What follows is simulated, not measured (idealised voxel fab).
The name of this process module is voxel released beams.
This is section cut - it's 230 nm across, gridded in 5 nm square cells.
Cross-section format: a grid of square cells, given as bands from top to bottom; each band is one or more rows of cells.
In this notation a band is specified by the heights of its top and bottom, in that order and in nm, after which its materials appear from left to right, each paired with its width in nm. The word "full width" attached to a single material means that material fills the band from edge to edge; the word "blank" stands for empty space.
Ref level 0: as-received wafer is one material below here. Bottom band extends down with no lower bound ("0 nm and below").
Graded width ("30 to 40"): value in top row of band = first number; value in bottom row = second number; row-to-row change constant.
"nothing changed" for a step: no cell of the cross-section changed in that step.
Heads up: "Closed void inventory" only lists the empty pockets with no open path to the top that are 8 cells or more, and it writes them as width x height at distance, distance from the left edge, in nm.
The remark found on a step's line after its settings is issued by the simulator itself and pertains to that step.
overlay nm, on a step with a mask: how far to the right of its planned place the mask lay; to the left if negative
### Set out below are the planned steps of the process
1: op RECEIVE | material Si
2: op CONFORMAL_DEP | material SiN | thk nm 10
3: op DIRECTIONAL_DEP | material SiO2 | thk nm 20
4: op PATTERN | tone open | mask id ANCHOR | material resist | width nm 25 | thk nm 15 | overlay nm 0
5: op DIRECTIONAL_ETCH | etch materials SiO2 | depth nm 20
6: op STRIP | etch materials resist
7: op CONFORMAL_DEP | material polySi | thk nm 10
8: op PATTERN | tone cover | mask id BEAM | material resist | width nm 90 | thk nm 20 | overlay nm 0
9: op DIRECTIONAL_ETCH | etch materials polySi | depth nm 10
10: op STRIP | etch materials resist
11: op STRIP | etch materials SiO2
### As received (post step 1): cross-section
    0 nm and below: Si full width
    Closed void inventory: none
### End-of-module XS, first of two wafers, run as planned
    40 nm to 30 nm: 65 blank; 15 polySi; 5 blank; 70 polySi; 75 blank
    30 nm to 20 nm: 70 blank; 10 polySi; 5 blank; 10 polySi; 135 blank
    20 nm to 10 nm: 70 blank; 25 polySi; 135 blank
    10 nm to 0 nm: SiN full width
    0 nm and below: Si full width
    Closed void inventory: none
### So this is wafer number two of the two, cut at the end of the module - it started where the first did and had the same plan, we just got one thing wrong running it
    30 nm to 20 nm: 65 blank; 15 polySi; 5 blank; 70 polySi; 75 blank
    20 nm to 10 nm: 70 blank; 10 polySi; 5 blank; 10 polySi; 135 blank
    10 nm to 0 nm: 70 blank; 25 polySi; 135 blank
    0 nm and below: Si full width
    Closed void inventory: none
Error vs. plan: step 2 of the plan never got run, it was skipped over
The final cell counts differ between the wafers, with the second having more or fewer of some materials than the first: SiN -92
